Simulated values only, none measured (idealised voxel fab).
Proc. module: voxel air gaps
Each square cell in cross-section cut measures 5 nm, and the section as a whole is 240 nm wide.
Heads up, the way a cross-section reads in here is a grid of square cells, handed over as bands from the top down, with every band being one or more rows of cells.
The entry gives the band's vertical extent as a top height and a bottom height in nm, then its horizontal make-up as materials from left to right, each with a width in nm. "air" stands for empty space; a single material marked "all across" fills the band edge to edge.
Heights are expressed relative to 0, this being the level below which the as-received wafer comprises one material exclusively. The lowest band is unbounded in the downward direction and is denoted as in "0..down".
You'd read "30 to 40" like this: the band's top row of cells is as wide as the first number, its bottom row is as wide as the second, and going down, every row changes width by the same amount as the row before did.
It should be understood that the words "no change", when stated for a given step, signify that the cross-section underwent no change in any of its cells during that step.
"Internal closed voids" lists enclosed empty spaces (at least 8 cells, no open path upward to the top), each as width x height at distance from the left edge, in nm.
On a step's line, text after the settings is the simulator commenting on that step.
overlay nm: on a step with a mask, how far right of its planned place the mask lay; negative means left.
-- Set out below are the planned steps of the process
step 1: RECEIVE with material Si
step 2: CONFORMAL_DEP with material SiO2, thk nm 15
step 3: CONFORMAL_DEP with material SiCN, thk nm 5
step 4: DIRECTIONAL_DEP with material SiO2, thk nm 30
step 5: PATTERN with tone open, mask id LINES, material resist, width nm 20, pitch nm 45, thk nm 20, overlay nm 0
step 6: DIRECTIONAL_ETCH with etch materials SiO2, depth nm 30
step 7: STRIP with etch materials resist
step 8: CONFORMAL_DEP with material TiN, thk nm 5
step 9: FILL_DEP with material W, thk nm 10
step 10: CMP with height nm 50
step 11: EPI with material Ru, thk nm 10
step 12: SELECTIVE_ETCH with etch materials SiO2, depth nm 40
step 13: CONFORMAL_DEP with material SiCN, thk nm 5
-- The following pertains to the first of two wafers, which was processed as planned
-- Cross-section of the wafer upon arrival, representing the state reached after step 1
	0..down | Si all across
	Internal closed voids: none
-- After step 2, in cross-section
	15..0 | SiO2 all across
	Lower than 0, everything is as it was.
-- After step 3, in cross-section
	20..15 | SiCN all across
	Lower than 15, everything is as it was.
-- After step 4, in cross-section
	50..20 | SiO2 all across
	Lower than 20, everything is as it was.
-- After step 5, in cross-section
	70..50 | resist=40 | air=20 | resist=25 | air=20 | resist=25 | air=20 | resist=25 | air=20 | resist=45
	Lower than 50, everything is as it was.
-- After step 6, in cross-section
	70..50 | resist=40 | air=20 | resist=25 | air=20 | resist=25 | air=20 | resist=25 | air=20 | resist=45
	50..20 | SiO2=40 | air=20 | SiO2=25 | air=20 | SiO2=25 | air=20 | SiO2=25 | air=20 | SiO2=45
	Lower than 20, everything is as it was.
-- After step 7, in cross-section
	50..20 | SiO2=40 | air=20 | SiO2=25 | air=20 | SiO2=25 | air=20 | SiO2=25 | air=20 | SiO2=45
	Lower than 20, everything is as it was.
-- After step 8, in cross-section
	55..50 | TiN=45 | air=10 | TiN=35 | air=10 | TiN=35 | air=10 | TiN=35 | air=10 | TiN=50
	50..25 | SiO2=40 | TiN=5 | air=10 | TiN=5 | SiO2=25 | TiN=5 | air=10 | TiN=5 | SiO2=25 | TiN=5 | air=10 | TiN=5 | SiO2=25 | TiN=5 | air=10 | TiN=5 | SiO2=45
	25..20 | SiO2=40 | TiN=20 | SiO2=25 | TiN=20 | SiO2=25 | TiN=20 | SiO2=25 | TiN=20 | SiO2=45
	Lower than 20, everything is as it was.
-- After step 9, in cross-section
	65..55 | W all across
	55..50 | TiN=45 | W=10 | TiN=35 | W=10 | TiN=35 | W=10 | TiN=35 | W=10 | TiN=50
	50..25 | SiO2=40 | TiN=5 | W=10 | TiN=5 | SiO2=25 | TiN=5 | W=10 | TiN=5 | SiO2=25 | TiN=5 | W=10 | TiN=5 | SiO2=25 | TiN=5 | W=10 | TiN=5 | SiO2=45
	Lower than 25, everything is as it was.
-- After step 10, in cross-section
	50..25 | SiO2=40 | TiN=5 | W=10 | TiN=5 | SiO2=25 | TiN=5 | W=10 | TiN=5 | SiO2=25 | TiN=5 | W=10 | TiN=5 | SiO2=25 | TiN=5 | W=10 | TiN=5 | SiO2=45
	Lower than 25, everything is as it was.
-- After step 11, in cross-section
	60..50 | air=30 | Ru=40 | air=5 | Ru=40 | air=5 | Ru=40 | air=5 | Ru=40 | air=35
	Lower than 50, everything is as it was.
-- After step 12, in cross-section
	60..50 | air=30 | Ru=40 | air=5 | Ru=40 | air=5 | Ru=40 | air=5 | Ru=40 | air=35
	50..25 | air=40 | TiN=5 | W=10 | TiN=5 | air=25 | TiN=5 | W=10 | TiN=5 | air=25 | TiN=5 | W=10 | TiN=5 | air=25 | TiN=5 | W=10 | TiN=5 | air=45
	25..20 | air=40 | TiN=20 | air=25 | TiN=20 | air=25 | TiN=20 | air=25 | TiN=20 | air=45
	Lower than 20, everything is as it was.
-- After step 13, in cross-section
	65..60 | air=25 | SiCN=185 | air=30
	60..50 | air=25 | SiCN=5 | Ru=40 | SiCN=5 | Ru=40 | SiCN=5 | Ru=40 | SiCN=5 | Ru=40 | SiCN=5 | air=30
	50..45 | air=25 | SiCN=15 | TiN=5 | W=10 | TiN=5 | SiCN=25 | TiN=5 | W=10 | TiN=5 | SiCN=25 | TiN=5 | W=10 | TiN=5 | SiCN=25 | TiN=5 | W=10 | TiN=5 | SiCN=15 | air=30
	45..25 | air=35 | SiCN=5 | TiN=5 | W=10 | TiN=5 | SiCN=5 | air=15 | SiCN=5 | TiN=5 | W=10 | TiN=5 | SiCN=5 | air=15 | SiCN=5 | TiN=5 | W=10 | TiN=5 | SiCN=5 | air=15 | SiCN=5 | TiN=5 | W=10 | TiN=5 | SiCN=5 | air=40
	25..20 | SiCN=40 | TiN=20 | SiCN=25 | TiN=20 | SiCN=25 | TiN=20 | SiCN=25 | TiN=20 | SiCN=45
	Lower than 20, everything is as it was.
	Internal closed voids: 15 x 20 at 65; 15 x 20 at 110; 15 x 20 at 155
-- The second wafer was prepared from the same starting point and under the same plan as the first; its processing contained one mistake, and it remains indistinguishable from the first wafer up to and including step 10
-- Second wafer at the planned finish of step 11, seen in cross-section
	70..50 | air=20 | Ru=195 | air=25
	Lower than 50, everything is as it was.
-- Second wafer at the planned finish of step 12, seen in cross-section
	70..50 | air=20 | Ru=195 | air=25
	50..25 | air=40 | TiN=5 | W=10 | TiN=5 | SiO2=25 | TiN=5 | W=10 | TiN=5 | SiO2=25 | TiN=5 | W=10 | TiN=5 | SiO2=25 | TiN=5 | W=10 | TiN=5 | air=45
	25..20 | air=40 | TiN=20 | SiO2=25 | TiN=20 | SiO2=25 | TiN=20 | SiO2=25 | TiN=20 | air=45
	Lower than 20, everything is as it was.
-- Second wafer at the planned finish of step 13, seen in cross-section
	75..70 | air=15 | SiCN=205 | air=20
	70..50 | air=15 | SiCN=5 | Ru=195 | SiCN=5 | air=20
	50..45 | air=15 | SiCN=25 | TiN=5 | W=10 | TiN=5 | SiO2=25 | TiN=5 | W=10 | TiN=5 | SiO2=25 | TiN=5 | W=10 | TiN=5 | SiO2=25 | TiN=5 | W=10 | TiN=5 | SiCN=25 | air=20
	45..25 | air=35 | SiCN=5 | TiN=5 | W=10 | TiN=5 | SiO2=25 | TiN=5 | W=10 | TiN=5 | SiO2=25 | TiN=5 | W=10 | TiN=5 | SiO2=25 | TiN=5 | W=10 | TiN=5 | SiCN=5 | air=40
	25..20 | SiCN=40 | TiN=20 | SiO2=25 | TiN=20 | SiO2=25 | TiN=20 | SiO2=25 | TiN=20 | SiCN=45
	Lower than 20, everything is as it was.
What broke from the plan during processing? execution of plan step 11 occurred twice
Final comparison by cell count, materials where the second wafer has more or fewer than the first: 92 more of Ru | 48 fewer of SiCN | 90 more of SiO2
Final closed voids: first wafer 3, second wafer 0.
